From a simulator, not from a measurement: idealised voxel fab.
process module | voxel capacitor over wiring
cross-section cut | 270 nm wide | cells 5 nm
A cross-section is a grid of square cells, given in bands from the top down. A band is one or more rows of cells.
Each band's line starts with the height of the band's top and of its bottom, in nm. Then come its materials from left to right, each with its width in nm. One material with "throughout" fills the band from edge to edge. "air" is empty space.
Height 0 is the level under which the wafer as received is all one material. The lowest band goes on downwards, as in "0 down".
A width such as "30 to 40" changes by the same amount from each row of cells to the next, from the band's top row to its bottom row.
"no change" after a step means that no cell of the cross-section changed.
closed voids: empty space of 8 cells or more with no open way to the top, each as width x height at its distance from the left edge, in nm
after a step's settings: what the simulator itself notes on the step
overlay nm, on a step with a mask: how far to the right of its planned place the mask lay; to the left if negative
plan
1 op RECEIVE | material Si
2 op CONFORMAL_DEP | material SiO2 | thk nm 15
3 op CONFORMAL_DEP | material SiN | thk nm 5
4 op DIRECTIONAL_DEP | material SiO2 | thk nm 20
5 op DIRECTIONAL_DEP | material aC | thk nm 15
6 op PATTERN | tone open | mask id METAL_1 | material resist | width nm 30 | pitch nm 80 | thk nm 35 | overlay nm 0
7 op DIRECTIONAL_ETCH | etch materials aC | depth nm 15
8 op STRIP | etch materials resist
9 op DIRECTIONAL_ETCH | etch materials SiO2 | depth nm 20
10 op DIRECTIONAL_ETCH | etch materials SiN | depth nm 5
11 op STRIP | etch materials aC
12 op CONFORMAL_DEP | material TiN | thk nm 5
13 op FILL_DEP | material Cu | thk nm 5
14 op CMP | height nm 40
15 op CONFORMAL_DEP | material SiCN | thk nm 5
16 op DIRECTIONAL_DEP | material lowk | thk nm 20
17 op MASKED_ETCH | tone open | mask id PLUG_1 | width nm 15 | etch materials lowk | depth nm 20 | overlay nm 0
18 op MASKED_ETCH | tone open | mask id PLUG_1 | width nm 15 | etch materials SiCN | depth nm 5 | overlay nm 0
19 op CONFORMAL_DEP | material TiN | thk nm 5
20 op FILL_DEP | material Cu | thk nm 5
21 op CMP | height nm 65
22 op DIRECTIONAL_DEP | material TiN | thk nm 10
23 op DIRECTIONAL_DEP | material HfO2 | thk nm 5
24 op DIRECTIONAL_DEP | material TiN | thk nm 5
25 op PATTERN | tone cover | mask id UPPER_PLATE | material resist | width nm 45 | thk nm 15 | overlay nm 0
26 op DIRECTIONAL_ETCH | etch materials TiN | depth nm 5
27 op DIRECTIONAL_ETCH | etch materials HfO2 | depth nm 5
28 op STRIP | etch materials resist
29 op DIRECTIONAL_DEP | material aC | thk nm 10
30 op PATTERN | tone cover | mask id LOWER_PLATE | material resist | width nm 65 | thk nm 25 | overlay nm 0
31 op DIRECTIONAL_ETCH | etch materials aC | depth nm 10
32 op STRIP | etch materials resist
33 op DIRECTIONAL_ETCH | etch materials TiN | depth nm 10
34 op STRIP | etch materials aC
35 op FILL_DEP | material SiO2 | thk nm 15
36 op CMP | height nm 95
37 op DIRECTIONAL_DEP | material aC | thk nm 10
38 op PATTERN | tone open | mask id PLUG_2 | material resist | width nm 15 | thk nm 30 | overlay nm 0
39 op DIRECTIONAL_ETCH | etch materials aC | depth nm 10
40 op STRIP | etch materials resist
41 op DIRECTIONAL_ETCH | etch materials SiO2 | depth nm 10
42 op STRIP | etch materials aC
43 op CONFORMAL_DEP | material TiN | thk nm 5
44 op FILL_DEP | material Ru | thk nm 5
45 op CMP | height nm 95
46 op CONFORMAL_DEP | material SiN | thk nm 5
varied across the wafers: width nm of step 25. The plan shows the first wafer's value. All wafers start alike
first wafer as received, after step 1
  0 down: Si throughout
  closed voids: none
each wafer at the end: cells of each material gained (+) or lost (-) since it was received, then its closed voids
width nm 45 | +36 Cu | +9 HfO2 | +1 Ru | +51 SiCN | +96 SiN | +604 SiO2 | +79 TiN | +204 lowk | closed voids: none
width nm 50 | +36 Cu | +10 HfO2 | +1 Ru | +51 SiCN | +96 SiN | +602 SiO2 | +80 TiN | +204 lowk | closed voids: none
width nm 55 | +36 Cu | +11 HfO2 | +1 Ru | +51 SiCN | +96 SiN | +600 SiO2 | +81 TiN | +204 lowk | closed voids: none
width nm 60 | +36 Cu | +12 HfO2 | +1 Ru | +51 SiCN | +96 SiN | +598 SiO2 | +82 TiN | +204 lowk | closed voids: none
width nm 65 | +36 Cu | +13 HfO2 | +1 Ru | +51 SiCN | +96 SiN | +596 SiO2 | +83 TiN | +204 lowk | closed voids: none
width nm 70 | +36 Cu | +14 HfO2 | +1 Ru | +51 SiCN | +96 SiN | +593 SiO2 | +85 TiN | +204 lowk | closed voids: none
